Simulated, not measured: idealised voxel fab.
Process module name: voxel capacitor over wiring
Shown is cross-section cut, with a width of 190 nm and square cells of size 5 nm.
Cross-section spec: square-cell grid; bands listed top down; each band is one or more rows. Basically the band line says how high the top is and how high the bottom is, in nm, and then what's in it from left to right, every material with its width in nm. Empty space shows up as "air", and if a single material carries "everywhere" it runs the full band edge to edge. We count height from 0. Below that, the starting wafer is all one material. The lowest band never ends at the bottom but goes on down; see "0..down" for how that is written. The two numbers in a width such as "30 to 40" mark its ends across the band: the first belongs to the top row of cells, the second to the bottom row, and from each row to the next the width moves by the same amount. Step marked "nothing changed"? Then no cell in the cross-section changed in it. The entry titled "Fully enclosed voids" provides the empty spaces that have no open way to the top, restricted to those of 8 cells or more. Each is presented as width x height at distance, the distance being measured from the left edge, with all three in nm. Text after the settings on a step's line: the simulator's own remark on that step. "overlay nm", when on a step's line for a step with a mask, measures how far to the right of its planned place the mask lay; a negative measure means to the left.

**These are the steps we planned for the process**
- 1: RECEIVE: material Si
- 2: CONFORMAL_DEP: material SiO2, thk nm 10
- 3: CONFORMAL_DEP: material SiCN, thk nm 5
- 4: DIRECTIONAL_DEP: material SiO2, thk nm 20
- 5: MASKED_ETCH: tone open, mask id METAL_1, width nm 25, pitch nm 75, etch materials SiO2, depth nm 20, overlay nm 0
- 6: MASKED_ETCH: tone open, mask id METAL_1, width nm 25, pitch nm 75, etch materials SiCN, depth nm 5, overlay nm 0
- 7: CONFORMAL_DEP: material TiN, thk nm 5
- 8: FILL_DEP: material Ru, thk nm 10
- 9: CMP: height nm 35
- 10: CONFORMAL_DEP: material SiCN, thk nm 5
- 11: DIRECTIONAL_DEP: material SiO2, thk nm 20
- 12: PATTERN: tone open, mask id PLUG_1, material resist, width nm 15, thk nm 15, overlay nm 0
- 13: DIRECTIONAL_ETCH: etch materials SiO2, depth nm 20
- 14: DIRECTIONAL_ETCH: etch materials SiCN, depth nm 5
- 15: STRIP: etch materials resist
- 16: EPI: material Ru, thk nm 10
- 17: EPI: material Ru, thk nm 10
- 18: EPI: material Ru, thk nm 5
- 19: DIRECTIONAL_DEP: material TiN, thk nm 5
- 20: DIRECTIONAL_DEP: material SiN, thk nm 5
- 21: DIRECTIONAL_DEP: material TiN, thk nm 10
- 22: DIRECTIONAL_DEP: material aC, thk nm 10
- 23: PATTERN: tone cover, mask id UPPER_PLATE, material resist, width nm 55, thk nm 30, overlay nm 0
- 24: DIRECTIONAL_ETCH: etch materials aC, depth nm 10
- 25: STRIP: etch materials resist
- 26: DIRECTIONAL_ETCH: etch materials TiN, depth nm 10
- 27: DIRECTIONAL_ETCH: etch materials SiN, depth nm 5
- 28: STRIP: etch materials aC
- 29: DIRECTIONAL_DEP: material aC, thk nm 10
- 30: PATTERN: tone cover, mask id LOWER_PLATE, material resist, width nm 65, thk nm 30, overlay nm 0
- 31: DIRECTIONAL_ETCH: etch materials aC, depth nm 10
- 32: STRIP: etch materials resist
- 33: DIRECTIONAL_ETCH: etch materials TiN, depth nm 5
- 34: STRIP: etch materials aC
- 35: FILL_DEP: material SiO2, thk nm 20
- 36: CMP: height nm 95
- 37: MASKED_ETCH: tone open, mask id PLUG_2, width nm 15, etch materials SiO2, depth nm 15, overlay nm 0
- 38: CONFORMAL_DEP: material TiN, thk nm 5
- 39: FILL_DEP: material Ru, thk nm 5
- 40: CMP: height nm 95
- 41: CONFORMAL_DEP: material SiN, thk nm 5

**Received-state cross-section, reflecting completion of step 1**
> 0..down: Si everywhere
> Fully enclosed voids: none

**Result of the module, cross-sectioned: start per above, plan per above, one error in how it was run**
> 100..95: SiN everywhere
> 95..85: SiO2 65 nm / TiN 5 nm / Ru 5 nm / TiN 5 nm / SiO2 110 nm
> 85..80: SiO2 65 nm / TiN 15 nm / SiO2 110 nm
> 80..70: SiO2 70 nm / TiN 40 nm / SiO2 80 nm
> 70..65: SiO2 55 nm / TiN 15 nm / SiN 40 nm / SiO2 80 nm
> 65..60: SiO2 50 nm / TiN 65 nm / SiO2 75 nm
> 60..55: SiO2 55 nm / SiN 15 nm / SiO2 120 nm
> 55..50: SiO2 55 nm / TiN 15 nm / SiO2 120 nm
> 50..40: SiO2 everywhere
> 40..35: SiCN everywhere
> 35..15: SiO2 45 nm / TiN 5 nm / Ru 15 nm / TiN 5 nm / SiO2 50 nm / TiN 5 nm / Ru 15 nm / TiN 5 nm / SiO2 45 nm
> 15..10: SiCN 45 nm / TiN 25 nm / SiCN 50 nm / TiN 25 nm / SiCN 45 nm
> 10..0: SiO2 everywhere
> 0..down: Si everywhere
> Fully enclosed voids: none
Deviation from plan: contrary to plan, step 13 was performed as DIRECTIONAL_ETCH: etch materials SiO2, depth nm 10
